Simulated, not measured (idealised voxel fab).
Process module heading - voxel wiring stack
This is section cut - it's 230 nm across, gridded in 5 nm square cells.
This document writes a cross-section as a grid whose cells are square, and gives it as bands, listed from the top down; one or more rows of cells form a band.
Each band's line starts with the height of the band's top and of its bottom, in nm. Then come its materials from left to right, each with its width in nm. One material with "full width" fills the band from edge to edge. "blank" is empty space.
For the purposes of this specification, 0 denotes the height below which the wafer in its as-received condition is composed wholly of one material, and the lowermost band, lacking a lower limit, extends downward without end, as expressed in "z 0 and below".
Width: "30->40" (first number = top row, second number = bottom row, same change from row to row of cells).
Given "no change occurred" for a step, no cell of the cross-section differs between before and after that step.
For the entry "Closed empty spaces", the listed items are empty spaces with no open way to the top whose size is 8 cells or more; each item follows the pattern width x height at distance, where distance is from the left edge and all three are in nm.
Post-settings text on a step line: simulator's own remark regarding the step.
"overlay nm", when on a step's line for a step with a mask, measures how far to the right of its planned place the mask lay; a negative measure means to the left.

### Planned step list for the process
1: RECEIVE | material Si
2: CONFORMAL_DEP | material SiO2 | thk nm 10
3: DIRECTIONAL_DEP | material TiN | thk nm 5
4: DIRECTIONAL_DEP | material W | thk nm 20
5: DIRECTIONAL_DEP | material aC | thk nm 15
6: PATTERN | tone cover | mask id METAL_1 | material resist | width nm 30 | pitch nm 50 | thk nm 35 | overlay nm 0
7: DIRECTIONAL_ETCH | etch materials aC | depth nm 15
8: STRIP | etch materials resist
9: DIRECTIONAL_ETCH | etch materials W | depth nm 20
10: DIRECTIONAL_ETCH | etch materials TiN | depth nm 5
11: STRIP | etch materials aC
12: FILL_DEP | material SiO2 | thk nm 5
13: CMP | height nm 35
14: CONFORMAL_DEP | material SiCN | thk nm 5
15: DIRECTIONAL_DEP | material SiO2 | thk nm 25
16: DIRECTIONAL_DEP | material aC | thk nm 15
17: PATTERN | tone open | mask id METAL_2 | material resist | width nm 30 | pitch nm 50 | thk nm 35 | overlay nm 0
18: DIRECTIONAL_ETCH | etch materials aC | depth nm 15
19: STRIP | etch materials resist
20: DIRECTIONAL_ETCH | etch materials SiO2 | depth nm 15
21: STRIP | etch materials aC
22: PATTERN | tone open | mask id METAL_2_HOLES | material resist | width nm 15 | pitch nm 50 | thk nm 20 | overlay nm 0
23: DIRECTIONAL_ETCH | etch materials SiO2 | depth nm 10
24: DIRECTIONAL_ETCH | etch materials SiCN | depth nm 5
25: STRIP | etch materials resist
26: CONFORMAL_DEP | material TiN | thk nm 5
27: FILL_DEP | material Cu | thk nm 5
28: CMP | height nm 65
29: CONFORMAL_DEP | material SiCN | thk nm 5
30: DIRECTIONAL_DEP | material SiO2 | thk nm 30
31: DIRECTIONAL_DEP | material aC | thk nm 10
32: PATTERN | tone open | mask id METAL_3_HOLES | material resist | width nm 15 | pitch nm 50 | thk nm 30 | overlay nm 0
33: DIRECTIONAL_ETCH | etch materials aC | depth nm 10
34: STRIP | etch materials resist
35: DIRECTIONAL_ETCH | etch materials SiO2 | depth nm 30
36: STRIP | etch materials aC
37: DIRECTIONAL_DEP | material aC | thk nm 15
38: PATTERN | tone open | mask id METAL_3 | material resist | width nm 30 | pitch nm 50 | thk nm 35 | overlay nm 0
39: DIRECTIONAL_ETCH | etch materials aC | depth nm 15
40: STRIP | etch materials resist
41: DIRECTIONAL_ETCH | etch materials SiO2 | depth nm 20
42: DIRECTIONAL_ETCH | etch materials SiCN | depth nm 5
43: STRIP | etch materials aC
44: CONFORMAL_DEP | material TiN | thk nm 5
45: FILL_DEP | material Cu | thk nm 10
46: CMP | height nm 100
47: CONFORMAL_DEP | material SiN | thk nm 5

### Wafer cross-section on receipt, i.e. after step 1
z 0 and below: Si full width
Closed empty spaces: none

### Result of the module, cross-sectioned: start per above, plan per above, one error in how it was run
z 105 to 100: SiN full width
z 100 to 85: 75 SiO2 / 5 TiN / 5 Cu / 5 TiN / 35 SiO2 / 5 TiN / 5 Cu / 5 TiN / 90 SiO2
z 85 to 80: 75 SiO2 / 15 TiN / 35 SiO2 / 15 TiN / 90 SiO2
z 80 to 70: SiO2 full width
z 70 to 65: SiCN full width
z 65 to 55: 75 SiO2 / 5 TiN / 20 Cu / 5 TiN / 20 SiO2 / 5 TiN / 20 Cu / 5 TiN / 75 SiO2
z 55 to 50: 75 SiO2 / 5 TiN / 5 Cu / 20 TiN / 20 SiO2 / 5 TiN / 5 Cu / 20 TiN / 75 SiO2
z 50 to 40: 75 SiO2 / 5 TiN / 5 Cu / 5 TiN / 35 SiO2 / 5 TiN / 5 Cu / 5 TiN / 90 SiO2
z 40 to 35: 75 SiCN / 15 TiN / 35 SiCN / 15 TiN / 90 SiCN
z 35 to 15: 75 SiO2 / 30 W / 20 SiO2 / 30 W / 75 SiO2
z 15 to 10: 75 SiO2 / 30 TiN / 20 SiO2 / 30 TiN / 75 SiO2
z 10 to 0: SiO2 full width
z 0 and below: Si full width
Closed empty spaces: none
Heads up, the wafer didn't run the way we planned it: regarding the plan, step 30 was run twice
